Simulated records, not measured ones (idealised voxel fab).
process module | voxel wiring stack
cross-section cut | 300 nm wide | cells 5 nm
A cross-section is a grid of square cells, given in bands from the top down. A band is one or more rows of cells.
Each band's line starts with the height of the band's top and of its bottom, in nm. Then come its materials from left to right, each with its width in nm. One material with "throughout" fills the band from edge to edge. "air" is empty space.
Height 0 is the level under which the wafer as received is all one material. The lowest band goes on downwards, as in "0 down".
A width such as "30 to 40" changes by the same amount from each row of cells to the next, from the band's top row to its bottom row.
"no change" after a step means that no cell of the cross-section changed.
closed voids: empty space of 8 cells or more with no open way to the top, each as width x height at its distance from the left edge, in nm
after a step's settings: what the simulator itself notes on the step
overlay nm, on a step with a mask: how far to the right of its planned place the mask lay; to the left if negative
plan
1 op RECEIVE | material Si
2 op CONFORMAL_DEP | material SiO2 | thk nm 10
3 op DIRECTIONAL_DEP | material TiN | thk nm 5
4 op DIRECTIONAL_DEP | material W | thk nm 15
5 op PATTERN | tone cover | mask id METAL_1 | material resist | width nm 30 | pitch nm 50 | thk nm 20 | overlay nm 0
6 op DIRECTIONAL_ETCH | etch materials W | depth nm 15
7 op DIRECTIONAL_ETCH | etch materials TiN | depth nm 5
8 op STRIP | etch materials resist
9 op FILL_DEP | material lowk | thk nm 10
10 op CMP | height nm 30
11 op CONFORMAL_DEP | material SiCN | thk nm 5
12 op DIRECTIONAL_DEP | material lowk | thk nm 10
13 op PATTERN | tone open | mask id PLUG_1 | material resist | width nm 15 | pitch nm 50 | thk nm 20 | overlay nm 0
14 op DIRECTIONAL_ETCH | etch materials lowk | depth nm 10
15 op DIRECTIONAL_ETCH | etch materials SiCN | depth nm 5
16 op STRIP | etch materials resist
17 op EPI | material Ru | thk nm 10
18 op EPI | material Ru | thk nm 5
19 op CONFORMAL_DEP | material SiCN | thk nm 5
20 op DIRECTIONAL_DEP | material SiO2 | thk nm 15
21 op DIRECTIONAL_DEP | material aC | thk nm 10
22 op PATTERN | tone open | mask id METAL_2 | material resist | width nm 30 | pitch nm 50 | thk nm 30 | overlay nm 0
23 op DIRECTIONAL_ETCH | etch materials aC | depth nm 10
24 op STRIP | etch materials resist
25 op DIRECTIONAL_ETCH | etch materials SiO2 | depth nm 15
26 op DIRECTIONAL_ETCH | etch materials SiCN | depth nm 5
27 op STRIP | etch materials aC
28 op CONFORMAL_DEP | material TiN | thk nm 5
29 op FILL_DEP | material Ru | thk nm 10
30 op CMP | height nm 65
31 op EPI | material Ru | thk nm 5
32 op FILL_DEP | material SiCN | thk nm 5
first wafer, as planned
as received, after step 1
  0 down: Si throughout
  closed voids: none
after step 2
  10 to 0: SiO2 throughout
  below 0: unchanged
after step 3
  15 to 10: TiN throughout
  below 10: unchanged
after step 4
  30 to 15: W throughout
  below 15: unchanged
after step 5
  50 to 30: air 85 | resist 30 | air 20 | resist 30 | air 20 | resist 30 | air 85
  below 30: unchanged
after step 6
  50 to 30: air 85 | resist 30 | air 20 | resist 30 | air 20 | resist 30 | air 85
  30 to 15: air 85 | W 30 | air 20 | W 30 | air 20 | W 30 | air 85
  below 15: unchanged
after step 7
  50 to 30: air 85 | resist 30 | air 20 | resist 30 | air 20 | resist 30 | air 85
  30 to 15: air 85 | W 30 | air 20 | W 30 | air 20 | W 30 | air 85
  15 to 10: air 85 | TiN 30 | air 20 | TiN 30 | air 20 | TiN 30 | air 85
  below 10: unchanged
after step 8
  30 to 15: air 85 | W 30 | air 20 | W 30 | air 20 | W 30 | air 85
  below 15: unchanged
after step 9
  40 to 30: lowk throughout
  30 to 15: lowk 85 | W 30 | lowk 20 | W 30 | lowk 20 | W 30 | lowk 85
  15 to 10: lowk 85 | TiN 30 | lowk 20 | TiN 30 | lowk 20 | TiN 30 | lowk 85
  below 10: unchanged
after step 10
  30 to 15: lowk 85 | W 30 | lowk 20 | W 30 | lowk 20 | W 30 | lowk 85
  below 15: unchanged
after step 11
  35 to 30: SiCN throughout
  below 30: unchanged
after step 12
  45 to 35: lowk throughout
  below 35: unchanged
after step 13
  65 to 45: resist 85 | air 15 | resist 35 | air 15 | resist 35 | air 15 | resist 100
  below 45: unchanged
after step 14
  65 to 45: resist 85 | air 15 | resist 35 | air 15 | resist 35 | air 15 | resist 100
  45 to 35: lowk 85 | air 15 | lowk 35 | air 15 | lowk 35 | air 15 | lowk 100
  below 35: unchanged
after step 15
  65 to 45: resist 85 | air 15 | resist 35 | air 15 | resist 35 | air 15 | resist 100
  45 to 35: lowk 85 | air 15 | lowk 35 | air 15 | lowk 35 | air 15 | lowk 100
  35 to 30: SiCN 85 | air 15 | SiCN 35 | air 15 | SiCN 35 | air 15 | SiCN 100
  below 30: unchanged
after step 16
  45 to 35: lowk 85 | air 15 | lowk 35 | air 15 | lowk 35 | air 15 | lowk 100
  below 35: unchanged
after step 17
  45 to 40: lowk 85 | air 15 | lowk 35 | air 15 | lowk 35 | air 15 | lowk 100
  40 to 35: lowk 85 | Ru 15 | lowk 35 | Ru 15 | lowk 35 | Ru 15 | lowk 100
  35 to 30: SiCN 85 | Ru 15 | SiCN 35 | Ru 15 | SiCN 35 | Ru 15 | SiCN 100
  below 30: unchanged
after step 18
  45 to 35: lowk 85 | Ru 15 | lowk 35 | Ru 15 | lowk 35 | Ru 15 | lowk 100
  below 35: unchanged
after step 19
  50 to 45: SiCN throughout
  below 45: unchanged
after step 20
  65 to 50: SiO2 throughout
  below 50: unchanged
after step 21
  75 to 65: aC throughout
  below 65: unchanged
after step 22
  105 to 75: resist 85 | air 30 | resist 20 | air 30 | resist 20 | air 30 | resist 85
  below 75: unchanged
after step 23
  95 to 75: resist 85 | air 30 | resist 20 | air 30 | resist 20 | air 30 | resist 85
  75 to 65: aC 85 | air 30 | aC 20 | air 30 | aC 20 | air 30 | aC 85
  below 65: unchanged
after step 24
  75 to 65: aC 85 | air 30 | aC 20 | air 30 | aC 20 | air 30 | aC 85
  below 65: unchanged
after step 25
  75 to 65: aC 85 | air 30 | aC 20 | air 30 | aC 20 | air 30 | aC 85
  65 to 50: SiO2 85 | air 30 | SiO2 20 | air 30 | SiO2 20 | air 30 | SiO2 85
  below 50: unchanged
after step 26
  75 to 65: aC 85 | air 30 | aC 20 | air 30 | aC 20 | air 30 | aC 85
  65 to 50: SiO2 85 | air 30 | SiO2 20 | air 30 | SiO2 20 | air 30 | SiO2 85
  50 to 45: SiCN 85 | air 30 | SiCN 20 | air 30 | SiCN 20 | air 30 | SiCN 85
  below 45: unchanged
after step 27
  65 to 50: SiO2 85 | air 30 | SiO2 20 | air 30 | SiO2 20 | air 30 | SiO2 85
  below 50: unchanged
after step 28
  70 to 65: TiN 90 | air 20 | TiN 30 | air 20 | TiN 30 | air 20 | TiN 90
  65 to 50: SiO2 85 | TiN 5 | air 20 | TiN 5 | SiO2 20 | TiN 5 | air 20 | TiN 5 | SiO2 20 | TiN 5 | air 20 | TiN 5 | SiO2 85
  50 to 45: SiCN 85 | TiN 30 | SiCN 20 | TiN 30 | SiCN 20 | TiN 30 | SiCN 85
  below 45: unchanged
after step 29
  80 to 70: Ru throughout
  70 to 65: TiN 90 | Ru 20 | TiN 30 | Ru 20 | TiN 30 | Ru 20 | TiN 90
  65 to 50: SiO2 85 | TiN 5 | Ru 20 | TiN 5 | SiO2 20 | TiN 5 | Ru 20 | TiN 5 | SiO2 20 | TiN 5 | Ru 20 | TiN 5 | SiO2 85
  below 50: unchanged
after step 30
  65 to 50: SiO2 85 | TiN 5 | Ru 20 | TiN 5 | SiO2 20 | TiN 5 | Ru 20 | TiN 5 | SiO2 20 | TiN 5 | Ru 20 | TiN 5 | SiO2 85
  below 50: unchanged
after step 31
  70 to 65: air 80 | Ru 40 | air 10 | Ru 40 | air 10 | Ru 40 | air 80
  below 65: unchanged
after step 32
  75 to 70: SiCN throughout
  70 to 65: SiCN 80 | Ru 40 | SiCN 10 | Ru 40 | SiCN 10 | Ru 40 | SiCN 80
  below 65: unchanged
second wafer: like start, like plan, one mistake. Through step 12 it matches the first wafer
when step 13 should have ended
  65 to 45: resist 80 | air 25 | resist 25 | air 25 | resist 25 | air 25 | resist 95
  below 45: unchanged
when step 14 should have ended
  65 to 45: resist 80 | air 25 | resist 25 | air 25 | resist 25 | air 25 | resist 95
  45 to 35: lowk 80 | air 25 | lowk 25 | air 25 | lowk 25 | air 25 | lowk 95
  below 35: unchanged
when step 15 should have ended
  65 to 45: resist 80 | air 25 | resist 25 | air 25 | resist 25 | air 25 | resist 95
  45 to 35: lowk 80 | air 25 | lowk 25 | air 25 | lowk 25 | air 25 | lowk 95
  35 to 30: SiCN 80 | air 25 | SiCN 25 | air 25 | SiCN 25 | air 25 | SiCN 95
  below 30: unchanged
when step 16 should have ended
  45 to 35: lowk 80 | air 25 | lowk 25 | air 25 | lowk 25 | air 25 | lowk 95
  below 35: unchanged
when step 17 should have ended
  45 to 40: lowk 80 | air 25 | lowk 25 | air 25 | lowk 25 | air 25 | lowk 95
  40 to 35: lowk 80 | Ru 25 | lowk 25 | Ru 25 | lowk 25 | Ru 25 | lowk 95
  35 to 30: SiCN 80 | Ru 25 | SiCN 25 | Ru 25 | SiCN 25 | Ru 25 | SiCN 95
  below 30: unchanged
when step 18 should have ended
  45 to 35: lowk 80 | Ru 25 | lowk 25 | Ru 25 | lowk 25 | Ru 25 | lowk 95
  below 35: unchanged
when step 19 should have ended
  50 to 45: SiCN throughout
  below 45: unchanged
when step 20 should have ended
  65 to 50: SiO2 throughout
  below 50: unchanged
when step 21 should have ended
  75 to 65: aC throughout
  below 65: unchanged
when step 22 should have ended
  105 to 75: resist 85 | air 30 | resist 20 | air 30 | resist 20 | air 30 | resist 85
  below 75: unchanged
when step 23 should have ended
  95 to 75: resist 85 | air 30 | resist 20 | air 30 | resist 20 | air 30 | resist 85
  75 to 65: aC 85 | air 30 | aC 20 | air 30 | aC 20 | air 30 | aC 85
  below 65: unchanged
when step 24 should have ended
  75 to 65: aC 85 | air 30 | aC 20 | air 30 | aC 20 | air 30 | aC 85
  below 65: unchanged
when step 25 should have ended
  75 to 65: aC 85 | air 30 | aC 20 | air 30 | aC 20 | air 30 | aC 85
  65 to 50: SiO2 85 | air 30 | SiO2 20 | air 30 | SiO2 20 | air 30 | SiO2 85
  below 50: unchanged
when step 26 should have ended
  75 to 65: aC 85 | air 30 | aC 20 | air 30 | aC 20 | air 30 | aC 85
  65 to 50: SiO2 85 | air 30 | SiO2 20 | air 30 | SiO2 20 | air 30 | SiO2 85
  50 to 45: SiCN 85 | air 30 | SiCN 20 | air 30 | SiCN 20 | air 30 | SiCN 85
  below 45: unchanged
when step 27 should have ended
  65 to 50: SiO2 85 | air 30 | SiO2 20 | air 30 | SiO2 20 | air 30 | SiO2 85
  below 50: unchanged
when step 28 should have ended
  70 to 65: TiN 90 | air 20 | TiN 30 | air 20 | TiN 30 | air 20 | TiN 90
  65 to 50: SiO2 85 | TiN 5 | air 20 | TiN 5 | SiO2 20 | TiN 5 | air 20 | TiN 5 | SiO2 20 | TiN 5 | air 20 | TiN 5 | SiO2 85
  50 to 45: SiCN 85 | TiN 30 | SiCN 20 | TiN 30 | SiCN 20 | TiN 30 | SiCN 85
  below 45: unchanged
when step 29 should have ended
  80 to 70: Ru throughout
  70 to 65: TiN 90 | Ru 20 | TiN 30 | Ru 20 | TiN 30 | Ru 20 | TiN 90
  65 to 50: SiO2 85 | TiN 5 | Ru 20 | TiN 5 | SiO2 20 | TiN 5 | Ru 20 | TiN 5 | SiO2 20 | TiN 5 | Ru 20 | TiN 5 | SiO2 85
  below 50: unchanged
when step 30 should have ended
  65 to 50: SiO2 85 | TiN 5 | Ru 20 | TiN 5 | SiO2 20 | TiN 5 | Ru 20 | TiN 5 | SiO2 20 | TiN 5 | Ru 20 | TiN 5 | SiO2 85
  below 50: unchanged
when step 31 should have ended
  70 to 65: air 80 | Ru 40 | air 10 | Ru 40 | air 10 | Ru 40 | air 80
  below 65: unchanged
when step 32 should have ended
  75 to 70: SiCN throughout
  70 to 65: SiCN 80 | Ru 40 | SiCN 10 | Ru 40 | SiCN 10 | Ru 40 | SiCN 80
  below 65: unchanged
what went wrong: step 13 ran as: op PATTERN | tone open | mask id PLUG_1 | material resist | width nm 25 | pitch nm 50 | thk nm 20 | overlay nm 0
at the end the second wafer has, in cells: 18 more of Ru | 6 fewer of SiCN | 12 fewer of lowk
